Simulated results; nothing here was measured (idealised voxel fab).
Title: Process Module voxel fin reveal
The cross-section shown here is cut; it is 260 nm wide and divided into square cells measuring 5 nm on a side.
A cross-section is a grid of square cells, given in bands from the top down. A band is one or more rows of cells. What a band's entry tells you: where the top is and where the bottom is, as heights in nm, and after that what lies inside, material by material from left to right, each with its width in nm. Empty space is written as the word "blank", and a single material marked with the word "edge to edge" occupies the band from edge to edge. Beneath 0, the wafer as received is one material, and that level is where height counting begins. The lowest band goes on downward without a bottom; it is written like "z 0 and below". It should be noted that a width expressed as "30->40" varies in equal increments from row to row of cells within the band, taking the value of the first number at the top row and that of the second number at the bottom row. Key: "nothing got changed" - step with no changed cell in the cross-section. The label "Voids, sealed" introduces a list of the empty spaces, 8 cells or larger, that have no open way up to the top; each entry in it reads width x height at distance, where the distance is taken from the left edge and all three are stated in nm. after a step's settings: what the simulator itself notes on the step. The optional step-line setting "overlay nm" applies to steps with a mask and quantifies how far to the right of its planned location the mask lay, a negative value indicating leftward placement.

So here's the lineup of process steps we planned
- 1: RECEIVE [material Si]
- 2: CONFORMAL_DEP [material SiN] [thk nm 10]
- 3: PATTERN [tone cover] [mask id FINS] [material resist] [width nm 15] [pitch nm 35] [thk nm 20] [overlay nm 0]
- 4: DIRECTIONAL_ETCH [etch materials SiN] [depth nm 10]
- 5: DIRECTIONAL_ETCH [etch materials Si] [depth nm 30]
- 6: STRIP [etch materials resist]
- 7: OXIDIZE [depth nm 5]
- 8: FILL_DEP [material SiO2] [thk nm 10]
- 9: CMP [height nm 10]
- 10: SELECTIVE_ETCH [etch materials SiO2] [depth nm 25]
- 11: STRIP [etch materials SiN]

On the first of the two wafers: run conducted according to plan

Step 1 complete: cross-section of the wafer as received
  z 0 and below | Si edge to edge
  Voids, sealed: none

So this is the wafer cross-section right after step 2
  z 10 to 0 | SiN edge to edge
  Unchanged below 0.

So this is the wafer cross-section right after step 3
  z 30 to 10 | blank 70, resist 15, blank 20, resist 15, blank 20, resist 15, blank 20, resist 15, blank 70
  Unchanged below 10.

So this is the wafer cross-section right after step 4
  z 30 to 10 | blank 70, resist 15, blank 20, resist 15, blank 20, resist 15, blank 20, resist 15, blank 70
  z 10 to 0 | blank 70, SiN 15, blank 20, SiN 15, blank 20, SiN 15, blank 20, SiN 15, blank 70
  Unchanged below 0.

So this is the wafer cross-section right after step 5
  z 30 to 10 | blank 70, resist 15, blank 20, resist 15, blank 20, resist 15, blank 20, resist 15, blank 70
  z 10 to 0 | blank 70, SiN 15, blank 20, SiN 15, blank 20, SiN 15, blank 20, SiN 15, blank 70
  z 0 to -30 | blank 70, Si 15, blank 20, Si 15, blank 20, Si 15, blank 20, Si 15, blank 70
  Unchanged below -30.

So this is the wafer cross-section right after step 6
  z 10 to 0 | blank 70, SiN 15, blank 20, SiN 15, blank 20, SiN 15, blank 20, SiN 15, blank 70
  Unchanged below 0.

So this is the wafer cross-section right after step 7
  z 10 to 0 | blank 70, SiN 15, blank 20, SiN 15, blank 20, SiN 15, blank 20, SiN 15, blank 70
  z 0 to -30 | blank 70, SiO2 5, Si 5, SiO2 5, blank 20, SiO2 5, Si 5, SiO2 5, blank 20, SiO2 5, Si 5, SiO2 5, blank 20, SiO2 5, Si 5, SiO2 5, blank 70
  z -30 to -35 | SiO2 75, Si 5, SiO2 30, Si 5, SiO2 30, Si 5, SiO2 30, Si 5, SiO2 75
  Unchanged below -35.

So this is the wafer cross-section right after step 8
  z 20 to 10 | SiO2 edge to edge
  z 10 to 0 | SiO2 70, SiN 15, SiO2 20, SiN 15, SiO2 20, SiN 15, SiO2 20, SiN 15, SiO2 70
  z 0 to -35 | SiO2 75, Si 5, SiO2 30, Si 5, SiO2 30, Si 5, SiO2 30, Si 5, SiO2 75
  Unchanged below -35.

So this is the wafer cross-section right after step 9
  z 10 to 0 | SiO2 70, SiN 15, SiO2 20, SiN 15, SiO2 20, SiN 15, SiO2 20, SiN 15, SiO2 70
  Unchanged below 0.

So this is the wafer cross-section right after step 10
  z 10 to 0 | blank 70, SiN 15, blank 20, SiN 15, blank 20, SiN 15, blank 20, SiN 15, blank 70
  z 0 to -15 | blank 75, Si 5, blank 30, Si 5, blank 30, Si 5, blank 30, Si 5, blank 75
  Unchanged below -15.

So this is the wafer cross-section right after step 11
  z 0 to -15 | blank 75, Si 5, blank 30, Si 5, blank 30, Si 5, blank 30, Si 5, blank 75
  Unchanged below -15.

The remaining wafer, second of the two, started like the first and was run to the same plan, except that one mistake was made along the way; the two coincide through step 4, inclusive

Cross-sectional view of the second wafer at the intended end time of process step 5
  z 30 to 10 | blank 70, resist 15, blank 20, resist 15, blank 20, resist 15, blank 20, resist 15, blank 70
  z 10 to 0 | blank 70, SiN 15, blank 20, SiN 15, blank 20, SiN 15, blank 20, SiN 15, blank 70
  z 0 to -60 | blank 70, Si 15, blank 20, Si 15, blank 20, Si 15, blank 20, Si 15, blank 70
  Unchanged below -60.

Cross-sectional view of the second wafer at the intended end time of process step 6
  z 10 to 0 | blank 70, SiN 15, blank 20, SiN 15, blank 20, SiN 15, blank 20, SiN 15, blank 70
  Unchanged below 0.

Cross-sectional view of the second wafer at the intended end time of process step 7
  z 10 to 0 | blank 70, SiN 15, blank 20, SiN 15, blank 20, SiN 15, blank 20, SiN 15, blank 70
  z 0 to -60 | blank 70, SiO2 5, Si 5, SiO2 5, blank 20, SiO2 5, Si 5, SiO2 5, blank 20, SiO2 5, Si 5, SiO2 5, blank 20, SiO2 5, Si 5, SiO2 5, blank 70
  z -60 to -65 | SiO2 75, Si 5, SiO2 30, Si 5, SiO2 30, Si 5, SiO2 30, Si 5, SiO2 75
  Unchanged below -65.

Cross-sectional view of the second wafer at the intended end time of process step 8
  z 20 to 10 | SiO2 edge to edge
  z 10 to 0 | SiO2 70, SiN 15, SiO2 20, SiN 15, SiO2 20, SiN 15, SiO2 20, SiN 15, SiO2 70
  z 0 to -65 | SiO2 75, Si 5, SiO2 30, Si 5, SiO2 30, Si 5, SiO2 30, Si 5, SiO2 75
  Unchanged below -65.

Cross-sectional view of the second wafer at the intended end time of process step 9
  z 10 to 0 | SiO2 70, SiN 15, SiO2 20, SiN 15, SiO2 20, SiN 15, SiO2 20, SiN 15, SiO2 70
  Unchanged below 0.

Cross-sectional view of the second wafer at the intended end time of process step 10
  z 10 to 0 | blank 70, SiN 15, blank 20, SiN 15, blank 20, SiN 15, blank 20, SiN 15, blank 70
  z 0 to -15 | blank 75, Si 5, blank 30, Si 5, blank 30, Si 5, blank 30, Si 5, blank 75
  Unchanged below -15.

Cross-sectional view of the second wafer at the intended end time of process step 11
  z 0 to -15 | blank 75, Si 5, blank 30, Si 5, blank 30, Si 5, blank 30, Si 5, blank 75
  Unchanged below -15.
Here's what went sideways: step 5 of the plan was executed twice over
Wrapping up, a cell-based count of both wafers puts the second over or under the first for these materials: 288 fewer of Si; 288 more of SiO2
